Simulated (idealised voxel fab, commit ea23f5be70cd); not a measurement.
You're looking at the process module voxel ribs on slabs.
We display cut, a cross-section 290 nm in width whose square cells are each 5 nm.
Throughout this document, each cross-section is represented as a grid of square cells and is presented as a sequence of bands enumerated from the top downward, where a band comprises one or more rows of cells. Look at the band entry: it leads with the top's height and the bottom's height in nm. Then it lists the materials left to right, with a width in nm for each. The word "everywhere" on a single material says that material fills the band edge to edge. The word "air" is empty space. Heights are reckoned from 0. Under this level, the received wafer is all of one material. The bottommost band is open-ended downward, for example "0 nm and below". Per-row width for "30 to 40": begins at first number (top row of band), ends at second number (bottom row), increment between rows held constant. "changes: none" means the step left every cell of the cross-section as it was. "Internal closed voids": sealed empty spaces, 8 cells or more, no open way to top, listed width x height at distance, with distance from the left edge and width, height and distance in nm. It should be noted that, on the line of a given step, the content following the step's settings is a remark produced by the simulator itself with respect to that step. The line of a step may include "overlay nm". On a step with a mask, this value is how far to the right of its planned place the mask lay. A negative value means the mask lay to the left.
The process steps that were planned are listed below:
1. RECEIVE [material Si]
2. DIRECTIONAL_DEP [material SiO2] [thk nm 30]
3. DIRECTIONAL_DEP [material polySi] [thk nm 20]
4. DIRECTIONAL_DEP [material aC] [thk nm 15]
5. PATTERN [tone cover] [mask id RIB] [material resist] [width nm 25] [thk nm 30] [overlay nm -15]
6. DIRECTIONAL_ETCH [etch materials aC] [depth nm 15]
7. STRIP [etch materials resist]
8. DIRECTIONAL_ETCH [etch materials polySi] [depth nm 10]
9. STRIP [etch materials aC]
10. MASKED_ETCH [tone cover] [mask id SLAB] [width nm 65] [etch materials polySi] [depth nm 10] [overlay nm 0]
11. FILL_DEP [material SiO2] [thk nm 30]
12. CMP [height nm 70]
13. DIRECTIONAL_DEP [material W] [thk nm 10]
14. DIRECTIONAL_DEP [material aC] [thk nm 15]
15. PATTERN [tone cover] [mask id HEATER] [material resist] [width nm 35] [thk nm 35] [overlay nm 0]
16. DIRECTIONAL_ETCH [etch materials aC] [depth nm 15]
17. STRIP [etch materials resist]
18. DIRECTIONAL_ETCH [etch materials W] [depth nm 10]
19. STRIP [etch materials aC]
20. CONFORMAL_DEP [material SiO2] [thk nm 10]
The plan's step 5 overlay nm is the first wafer's value; the wafers differ in this setting and start identical.
Cross-section of the first of several wafers on receipt, reflecting completion of step 1:
0 nm and below: Si everywhere
Internal closed voids: none
Take any row and you have a wafer at the end of the module: how many cells of each material it has gained (+) or lost (-) since it was received, and then its closed voids:
overlay nm -15; +900 SiO2; +14 W; +36 polySi; Internal closed voids: none
overlay nm -10; +900 SiO2; +14 W; +36 polySi; Internal closed voids: none
overlay nm -5; +900 SiO2; +14 W; +36 polySi; Internal closed voids: none
overlay nm 0; +900 SiO2; +14 W; +36 polySi; Internal closed voids: none
overlay nm 5; +900 SiO2; +14 W; +36 polySi; Internal closed voids: none
overlay nm 10; +900 SiO2; +14 W; +36 polySi; Internal closed voids: none
overlay nm 15; +900 SiO2; +14 W; +36 polySi; Internal closed voids: none
